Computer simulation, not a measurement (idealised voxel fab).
Name of the process module below: voxel self aligned contacts
Cross-section cut spans 190 nm and uses square cells 5 nm in size.
Cross-section, as written here: a square-cell grid given band by band from the top down, where a band holds one or more rows of cells. Band: top and bottom heights (nm) first, top before bottom; then materials from left to right, widths in nm. "full width" marks a sole material filling the band edge to edge. "air" denotes empty space. We count height from 0. Below that, the starting wafer is all one material. The lowest band never ends at the bottom but goes on down; see "0..down" for how that is written. Graded width ("30 to 40"): value in top row of band = first number; value in bottom row = second number; row-to-row change constant. The cross-section has no changed cell in any step marked "no change". So "Fully closed voids" is basically the list of trapped voids: any empty space of 8 cells or more that can't reach the top through an opening. They're written width x height at distance, the distance being from the left edge, and it's all nm. On each step's line, the part that comes after the settings is the simulator's own comment on the step. overlay nm: for a step with a mask, the amount by which the mask lay right of where it was planned; a negative amount means left of it.

# Intended process steps
1. RECEIVE, material Si
2. OXIDIZE, depth nm 5
3. DIRECTIONAL_DEP, material polySi, thk nm 25
4. DIRECTIONAL_DEP, material SiN, thk nm 25
5. PATTERN, tone cover, mask id GATE, material resist, width nm 25, pitch nm 60, thk nm 20, overlay nm 0
6. DIRECTIONAL_ETCH, etch materials SiN, depth nm 25
7. DIRECTIONAL_ETCH, etch materials polySi, depth nm 25
8. STRIP, etch materials resist
9. CONFORMAL_DEP, material SiN, thk nm 10
10. DIRECTIONAL_ETCH, etch materials SiN, depth nm 10
11. FILL_DEP, material SiO2, thk nm 20
12. CMP, height nm 60
13. DIRECTIONAL_DEP, material aC, thk nm 10
14. PATTERN, tone open, mask id CONTACT, material resist, width nm 45, thk nm 25, overlay nm 0
15. DIRECTIONAL_ETCH, etch materials aC, depth nm 10
16. STRIP, etch materials resist
17. DIRECTIONAL_ETCH, etch materials SiO2, depth nm 65
18. STRIP, etch materials aC
19. CONFORMAL_DEP, material TiN, thk nm 5
20. FILL_DEP, material Ru, thk nm 10
21. CMP, height nm 60
22. CONFORMAL_DEP, material SiCN, thk nm 5

# Cross-section of the wafer upon arrival, representing the state reached after step 1
    0..down = Si full width
    Fully closed voids: none

# This is how the wafer looks in cross-section once the module is done, given the starting state and plan above and one mistake in carrying the plan out
    65..60 = SiCN full width
    60..55 = 70 SiO2, 5 TiN, 35 Ru, 5 TiN, 75 SiO2
    55..50 = 70 SiO2, 45 TiN, 75 SiO2
    50..25 = 60 SiN, 5 SiO2, 55 SiN, 5 SiO2, 65 SiN
    25..0 = 50 polySi, 10 SiN, 5 SiO2, 10 SiN, 35 polySi, 10 SiN, 5 SiO2, 10 SiN, 55 polySi
    0..-5 = SiO2 full width
    -5..down = Si full width
    Fully closed voids: none
Heads up, the wafer didn't run the way we planned it: step 5 did not use the planned setting and instead ran as PATTERN, tone open, mask id GATE, material resist, width nm 25, pitch nm 60, thk nm 20, overlay nm 0
